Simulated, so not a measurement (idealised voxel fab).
The process module presented herein is designated voxel tone inversion.
Section cut is 260 nm wide and gridded with 5 nm square cells.
Notation: cross-section as square-cell grid; stated in bands, top first, going down; one or more cell rows per band.
Band: top height; bottom height; in nm. Then, left to right: material with width in nm, for each material. "edge to edge": a single material spanning edge to edge. "blank": empty space.
Below 0: as-received wafer, all one material; heights counted from there. Lowest band: no bottom, goes on down, written "z 0 and below".
Top row gets the first number, bottom row gets the second, and each row in between changes by the same step: that is how a band width like "30->40" works.
Reading "stayed the same" for a step: not a cell of the cross-section changed in it.
If an empty space has no open way to the top and is at least 8 cells in size, "Listed closed voids" lists it, written width x height at distance, where distance is measured from the left edge and every value is in nm.
On each step's line, the part that comes after the settings is the simulator's own comment on the step.
For masked steps, "overlay nm" on the step line gives how far right of plan the mask actually lay; a minus sign means it lay to the left.
SET OUT BELOW ARE THE PLANNED STEPS OF THE PROCESS
1 RECEIVE,material Si
2 CONFORMAL_DEP,material SiCN,thk nm 10
3 DIRECTIONAL_DEP,material aC,thk nm 20
4 PATTERN,tone cover,mask id POSTS,material resist,width nm 20,pitch nm 45,thk nm 30,overlay nm 0
5 DIRECTIONAL_ETCH,etch materials aC,depth nm 20
6 STRIP,etch materials resist
7 FILL_DEP,material lowk,thk nm 10
8 CMP,height nm 30
9 STRIP,etch materials aC
10 CONFORMAL_DEP,material TiN,thk nm 5
11 FILL_DEP,material Cu,thk nm 5
12 CMP,height nm 30
13 CONFORMAL_DEP,material SiN,thk nm 5
SO THIS IS THE INCOMING WAFER IN CROSS-SECTION - IT'S ALREADY BEEN THROUGH STEP 1
	z 0 and below = Si edge to edge
	Listed closed voids: none
BELOW IS THE WAFER IN CROSS-SECTION AFTER THE MODULE WAS COMPLETED. IT BEGAN FROM THE STARTING POINT SHOWN ABOVE AND FOLLOWED THE PLAN SHOWN ABOVE, EXCEPT THAT ONE MISTAKE WAS MADE WHILE RUNNING IT
	z 35 to 30 = TiN edge to edge
	z 30 to 15 = lowk=75 / TiN=5 / Cu=10 / TiN=5 / lowk=25 / TiN=5 / Cu=10 / TiN=5 / lowk=25 / TiN=5 / Cu=10 / TiN=5 / lowk=75
	z 15 to 10 = lowk=75 / TiN=20 / lowk=25 / TiN=20 / lowk=25 / TiN=20 / lowk=75
	z 10 to 0 = SiCN edge to edge
	z 0 and below = Si edge to edge
	Listed closed voids: none
The mistake made against the process plan was this: step 13 ran as: CONFORMAL_DEP,material TiN,thk nm 5
